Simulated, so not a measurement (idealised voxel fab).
process module | voxel released beams
cross-section cut | 240 nm wide | cells 5 nm
A cross-section is a grid of square cells, given in bands from the top down. A band is one or more rows of cells.
Each band's line starts with the height of the band's top and of its bottom, in nm. Then come its materials from left to right, each with its width in nm. One material with "throughout" fills the band from edge to edge. "air" is empty space.
Height 0 is the level under which the wafer as received is all one material. The lowest band goes on downwards, as in "0 down".
A width such as "30 to 40" changes by the same amount from each row of cells to the next, from the band's top row to its bottom row.
"no change" after a step means that no cell of the cross-section changed.
closed voids: empty space of 8 cells or more with no open way to the top, each as width x height at its distance from the left edge, in nm
after a step's settings: what the simulator itself notes on the step
overlay nm, on a step with a mask: how far to the right of its planned place the mask lay; to the left if negative
plan
1 op RECEIVE | material Si
2 op CONFORMAL_DEP | material SiN | thk nm 5
3 op DIRECTIONAL_DEP | material SiO2 | thk nm 15
4 op PATTERN | tone open | mask id ANCHOR | material resist | width nm 40 | thk nm 15 | overlay nm 0
5 op DIRECTIONAL_ETCH | etch materials SiO2 | depth nm 15
6 op STRIP | etch materials resist
7 op CONFORMAL_DEP | material TiN | thk nm 15
8 op MASKED_ETCH | tone cover | mask id BEAM | width nm 85 | etch materials TiN | depth nm 15 | overlay nm 0
9 op STRIP | etch materials SiO2
first wafer, as planned
as received, after step 1
  0 down: Si throughout
  closed voids: none
after step 2
  5 to 0: SiN throughout
  below 0: unchanged
after step 3
  20 to 5: SiO2 throughout
  below 5: unchanged
after step 4
  35 to 20: resist 80 | air 40 | resist 120
  below 20: unchanged
after step 5
  35 to 20: resist 80 | air 40 | resist 120
  20 to 5: SiO2 80 | air 40 | SiO2 120
  below 5: unchanged
after step 6
  20 to 5: SiO2 80 | air 40 | SiO2 120
  below 5: unchanged
after step 7
  35 to 20: TiN 95 | air 10 | TiN 135
  20 to 5: SiO2 80 | TiN 40 | SiO2 120
  below 5: unchanged
after step 8
  35 to 20: air 75 | TiN 20 | air 10 | TiN 55 | air 80
  below 20: unchanged
after step 9
  35 to 20: air 75 | TiN 20 | air 10 | TiN 55 | air 80
  20 to 5: air 80 | TiN 40 | air 120
  below 5: unchanged
second wafer: like start, like plan, one mistake. Through step 1 it matches the first wafer
when step 2 should have ended
  15 to 0: SiO2 throughout
  below 0: unchanged
when step 3 should have ended
  20 to 15: SiN throughout
  below 15: unchanged
when step 4 should have ended
  35 to 20: resist 80 | air 40 | resist 120
  below 20: unchanged
when step 5 should have ended: no change
when step 6 should have ended
  20 to 15: SiN throughout
  below 15: unchanged
when step 7 should have ended
  35 to 20: TiN throughout
  below 20: unchanged
when step 8 should have ended
  35 to 20: air 75 | TiN 85 | air 80
  below 20: unchanged
when step 9 should have ended: no change
what went wrong: steps 2 and 3 were swapped
at the end the second wafer has, in cells: 144 more of SiO2 | 18 fewer of TiN
